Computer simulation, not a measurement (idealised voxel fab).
process module | voxel capacitor over wiring
cross-section cut | 155 nm wide | cells 5 nm
A cross-section is a grid of square cells, given in bands from the top down. A band is one or more rows of cells.
Each band's line starts with the height of the band's top and of its bottom, in nm. Then come its materials from left to right, each with its width in nm. One material with "throughout" fills the band from edge to edge. "air" is empty space.
Height 0 is the level under which the wafer as received is all one material. The lowest band goes on downwards, as in "0 down".
A width such as "30 to 40" changes by the same amount from each row of cells to the next, from the band's top row to its bottom row.
"no change" after a step means that no cell of the cross-section changed.
closed voids: empty space of 8 cells or more with no open way to the top, each as width x height at its distance from the left edge, in nm
after a step's settings: what the simulator itself notes on the step
overlay nm, on a step with a mask: how far to the right of its planned place the mask lay; to the left if negative
plan
1 op RECEIVE | material Si
2 op CONFORMAL_DEP | material SiO2 | thk nm 15
3 op CONFORMAL_DEP | material SiN | thk nm 5
4 op DIRECTIONAL_DEP | material SiO2 | thk nm 25
5 op DIRECTIONAL_DEP | material aC | thk nm 15
6 op PATTERN | tone open | mask id METAL_1 | material resist | width nm 30 | pitch nm 80 | thk nm 35 | overlay nm 0
7 op DIRECTIONAL_ETCH | etch materials aC | depth nm 15
8 op STRIP | etch materials resist
9 op DIRECTIONAL_ETCH | etch materials SiO2 | depth nm 25
10 op DIRECTIONAL_ETCH | etch materials SiN | depth nm 5
11 op STRIP | etch materials aC
12 op CONFORMAL_DEP | material TiN | thk nm 5
13 op FILL_DEP | material Ru | thk nm 5
14 op CMP | height nm 45
15 op CONFORMAL_DEP | material SiCN | thk nm 5
16 op DIRECTIONAL_DEP | material lowk | thk nm 15
17 op MASKED_ETCH | tone open | mask id PLUG_1 | width nm 15 | etch materials lowk | depth nm 15 | overlay nm 0
18 op MASKED_ETCH | tone open | mask id PLUG_1 | width nm 15 | etch materials SiCN | depth nm 5 | overlay nm 0
19 op EPI | material Ru | thk nm 10
20 op EPI | material Ru | thk nm 10
21 op DIRECTIONAL_DEP | material TiN | thk nm 10
22 op DIRECTIONAL_DEP | material HfO2 | thk nm 5
23 op DIRECTIONAL_DEP | material TiN | thk nm 10
24 op DIRECTIONAL_DEP | material aC | thk nm 15
25 op PATTERN | tone cover | mask id UPPER_PLATE | material resist | width nm 55 | thk nm 30 | overlay nm 0
26 op DIRECTIONAL_ETCH | etch materials aC | depth nm 15
27 op STRIP | etch materials resist
28 op DIRECTIONAL_ETCH | etch materials TiN | depth nm 10
29 op DIRECTIONAL_ETCH | etch materials HfO2 | depth nm 5
30 op STRIP | etch materials aC
31 op DIRECTIONAL_DEP | material aC | thk nm 10
32 op PATTERN | tone cover | mask id LOWER_PLATE | material resist | width nm 65 | thk nm 30 | overlay nm 0
33 op DIRECTIONAL_ETCH | etch materials aC | depth nm 10
34 op STRIP | etch materials resist
35 op DIRECTIONAL_ETCH | etch materials TiN | depth nm 10
36 op STRIP | etch materials aC
37 op FILL_DEP | material SiO2 | thk nm 20
38 op CMP | height nm 105
39 op MASKED_ETCH | tone open | mask id PLUG_2 | width nm 15 | etch materials SiO2 | depth nm 15 | overlay nm 0
40 op CONFORMAL_DEP | material TiN | thk nm 5
41 op FILL_DEP | material Ru | thk nm 10
42 op CMP | height nm 105
43 op CONFORMAL_DEP | material SiCN | thk nm 5
first wafer, as planned
as received, after step 1
  0 down: Si throughout
  closed voids: none
after step 2
  15 to 0: SiO2 throughout
  below 0: unchanged
after step 3
  20 to 15: SiN throughout
  below 15: unchanged
after step 4
  45 to 20: SiO2 throughout
  below 20: unchanged
after step 5
  60 to 45: aC throughout
  below 45: unchanged
after step 6
  95 to 60: resist 20 | air 30 | resist 50 | air 30 | resist 25
  below 60: unchanged
after step 7
  80 to 60: resist 20 | air 30 | resist 50 | air 30 | resist 25
  60 to 45: aC 20 | air 30 | aC 50 | air 30 | aC 25
  below 45: unchanged
after step 8
  60 to 45: aC 20 | air 30 | aC 50 | air 30 | aC 25
  below 45: unchanged
after step 9
  60 to 45: aC 20 | air 30 | aC 50 | air 30 | aC 25
  45 to 20: SiO2 20 | air 30 | SiO2 50 | air 30 | SiO2 25
  below 20: unchanged
after step 10
  60 to 45: aC 20 | air 30 | aC 50 | air 30 | aC 25
  45 to 20: SiO2 20 | air 30 | SiO2 50 | air 30 | SiO2 25
  20 to 15: SiN 20 | air 30 | SiN 50 | air 30 | SiN 25
  below 15: unchanged
after step 11
  45 to 20: SiO2 20 | air 30 | SiO2 50 | air 30 | SiO2 25
  below 20: unchanged
after step 12
  50 to 45: TiN 25 | air 20 | TiN 60 | air 20 | TiN 30
  45 to 20: SiO2 20 | TiN 5 | air 20 | TiN 5 | SiO2 50 | TiN 5 | air 20 | TiN 5 | SiO2 25
  20 to 15: SiN 20 | TiN 30 | SiN 50 | TiN 30 | SiN 25
  below 15: unchanged
after step 13
  55 to 50: Ru throughout
  50 to 45: TiN 25 | Ru 20 | TiN 60 | Ru 20 | TiN 30
  45 to 20: SiO2 20 | TiN 5 | Ru 20 | TiN 5 | SiO2 50 | TiN 5 | Ru 20 | TiN 5 | SiO2 25
  below 20: unchanged
after step 14
  45 to 20: SiO2 20 | TiN 5 | Ru 20 | TiN 5 | SiO2 50 | TiN 5 | Ru 20 | TiN 5 | SiO2 25
  below 20: unchanged
after step 15
  50 to 45: SiCN throughout
  below 45: unchanged
after step 16
  65 to 50: lowk throughout
  below 50: unchanged
after step 17
  65 to 50: lowk 35 | air 15 | lowk 105
  below 50: unchanged
after step 18
  65 to 50: lowk 35 | air 15 | lowk 105
  50 to 45: SiCN 35 | air 15 | SiCN 105
  below 45: unchanged
after step 19
  65 to 55: lowk 35 | air 15 | lowk 105
  55 to 50: lowk 35 | Ru 15 | lowk 105
  50 to 45: SiCN 35 | Ru 15 | SiCN 105
  below 45: unchanged
after step 20
  65 to 50: lowk 35 | Ru 15 | lowk 105
  below 50: unchanged
after step 21
  75 to 65: TiN throughout
  below 65: unchanged
after step 22
  80 to 75: HfO2 throughout
  below 75: unchanged
after step 23
  90 to 80: TiN throughout
  below 80: unchanged
after step 24
  105 to 90: aC throughout
  below 90: unchanged
after step 25
  135 to 105: air 35 | resist 55 | air 65
  below 105: unchanged
after step 26
  120 to 105: air 35 | resist 55 | air 65
  105 to 90: air 35 | aC 55 | air 65
  below 90: unchanged
after step 27
  105 to 90: air 35 | aC 55 | air 65
  below 90: unchanged
after step 28
  105 to 90: air 35 | aC 55 | air 65
  90 to 80: air 35 | TiN 55 | air 65
  below 80: unchanged
after step 29
  105 to 90: air 35 | aC 55 | air 65
  90 to 80: air 35 | TiN 55 | air 65
  80 to 75: air 35 | HfO2 55 | air 65
  below 75: unchanged
after step 30
  90 to 80: air 35 | TiN 55 | air 65
  below 80: unchanged
after step 31
  100 to 90: air 35 | aC 55 | air 65
  90 to 85: air 35 | TiN 55 | air 65
  85 to 80: aC 35 | TiN 55 | aC 65
  80 to 75: aC 35 | HfO2 55 | aC 65
  below 75: unchanged
after step 32
  130 to 100: air 30 | resist 65 | air 60
  100 to 90: air 30 | resist 5 | aC 55 | resist 5 | air 60
  90 to 85: air 30 | resist 5 | TiN 55 | resist 5 | air 60
  below 85: unchanged
after step 33
  120 to 100: air 30 | resist 65 | air 60
  100 to 90: air 30 | resist 5 | aC 55 | resist 5 | air 60
  90 to 85: air 30 | resist 5 | TiN 55 | resist 5 | air 60
  85 to 80: air 30 | aC 5 | TiN 55 | aC 5 | air 60
  80 to 75: air 30 | aC 5 | HfO2 55 | aC 5 | air 60
  below 75: unchanged
after step 34
  100 to 90: air 35 | aC 55 | air 65
  90 to 85: air 35 | TiN 55 | air 65
  below 85: unchanged
after step 35
  100 to 90: air 35 | aC 55 | air 65
  90 to 85: air 35 | TiN 55 | air 65
  85 to 80: air 30 | aC 5 | TiN 55 | aC 5 | air 60
  80 to 75: air 30 | aC 5 | HfO2 55 | aC 5 | air 60
  75 to 65: air 30 | TiN 65 | air 60
  below 65: unchanged
after step 36
  90 to 80: air 35 | TiN 55 | air 65
  80 to 75: air 35 | HfO2 55 | air 65
  below 75: unchanged
after step 37
  110 to 90: SiO2 throughout
  90 to 80: SiO2 35 | TiN 55 | SiO2 65
  80 to 75: SiO2 35 | HfO2 55 | SiO2 65
  75 to 65: SiO2 30 | TiN 65 | SiO2 60
  below 65: unchanged
after step 38
  105 to 90: SiO2 throughout
  below 90: unchanged
after step 39
  105 to 90: SiO2 45 | air 15 | SiO2 95
  below 90: unchanged
after step 40
  110 to 105: TiN 50 | air 5 | TiN 100
  105 to 95: SiO2 45 | TiN 5 | air 5 | TiN 5 | SiO2 95
  95 to 90: SiO2 45 | TiN 15 | SiO2 95
  below 90: unchanged
after step 41
  120 to 110: Ru throughout
  110 to 105: TiN 50 | Ru 5 | TiN 100
  105 to 95: SiO2 45 | TiN 5 | Ru 5 | TiN 5 | SiO2 95
  below 95: unchanged
after step 42
  105 to 95: SiO2 45 | TiN 5 | Ru 5 | TiN 5 | SiO2 95
  below 95: unchanged
after step 43
  110 to 105: SiCN throughout
  below 105: unchanged
second wafer: like start, like plan, one mistake. Through step 39 it matches the first wafer
when step 40 should have ended
  110 to 105: aC 50 | air 5 | aC 100
  105 to 95: SiO2 45 | aC 5 | air 5 | aC 5 | SiO2 95
  95 to 90: SiO2 45 | aC 15 | SiO2 95
  below 90: unchanged
when step 41 should have ended
  120 to 110: Ru throughout
  110 to 105: aC 50 | Ru 5 | aC 100
  105 to 95: SiO2 45 | aC 5 | Ru 5 | aC 5 | SiO2 95
  below 95: unchanged
when step 42 should have ended
  105 to 95: SiO2 45 | aC 5 | Ru 5 | aC 5 | SiO2 95
  below 95: unchanged
when step 43 should have ended
  110 to 105: SiCN throughout
  below 105: unchanged
what went wrong: step 40 ran as: op CONFORMAL_DEP | material aC | thk nm 5
at the end the second wafer has, in cells: 7 fewer of TiN | 7 more of aC
